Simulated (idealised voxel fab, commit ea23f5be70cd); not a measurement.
The process module that follows is named voxel tone inversion.
Pictured: cross-section cut, 255 nm wide, on a grid of 5 nm square cells.
Notation: cross-section as square-cell grid; stated in bands, top first, going down; one or more cell rows per band.
It is stipulated that each band's entry specify, in nanometres, the height of the top of the band and then that of its bottom, followed by the materials of the band in left-to-right sequence, each together with its width in nanometres. A single material marked by the word "throughout" is understood to fill the band from edge to edge; the word "air" is understood to denote empty space.
The reference from which all heights are counted is 0, the level beneath which the as-received wafer is entirely one material; the lowest band, having no lower bound, proceeds downward and is written after the example "top 0, no bottom".
Quick explanation for "30 to 40": the width changes in equal steps down the rows of cells, from the first number in the band's top row to the second number in its bottom row.
The cross-section has no changed cell in any step marked "nothing was modified".
The entry titled "Unvented internal voids" provides the empty spaces that have no open way to the top, restricted to those of 8 cells or more. Each is presented as width x height at distance, the distance being measured from the left edge, with all three in nm.
Read whatever lies past the settings on a step's line as the simulator's own remark about the step.
overlay nm, on a step with a mask: how far to the right of its planned place the mask lay; to the left if negative
[List of planned process steps]
step 1: op RECEIVE | material Si
step 2: op CONFORMAL_DEP | material SiN | thk nm 5
step 3: op DIRECTIONAL_DEP | material aC | thk nm 20
step 4: op PATTERN | tone cover | mask id POSTS | material resist | width nm 20 | pitch nm 35 | thk nm 30 | overlay nm 0
step 5: op DIRECTIONAL_ETCH | etch materials aC | depth nm 20
step 6: op STRIP | etch materials resist
step 7: op FILL_DEP | material SiO2 | thk nm 5
step 8: op CMP | height nm 25
step 9: op STRIP | etch materials aC
step 10: op CONFORMAL_DEP | material TiN | thk nm 5
step 11: op FILL_DEP | material W | thk nm 5
step 12: op CMP | height nm 25
step 13: op CONFORMAL_DEP | material SiN | thk nm 5
[Cross-section of the wafer as it came to us, i.e., already through step 1]
top 0, no bottom: Si throughout
Unvented internal voids: none
[This is how the wafer looks in cross-section once the module is done, given the starting state and plan above and one mistake in carrying the plan out]
top 30, bottom 25: SiN throughout
top 25, bottom 20: SiO2 throughout
top 20, bottom 0: 80 nm SiO2 | 20 nm aC | 15 nm SiO2 | 20 nm aC | 15 nm SiO2 | 20 nm aC | 85 nm SiO2
top 0, no bottom: Si throughout
Unvented internal voids: none
Run error: step 2 from the plan never happened, it was just skipped
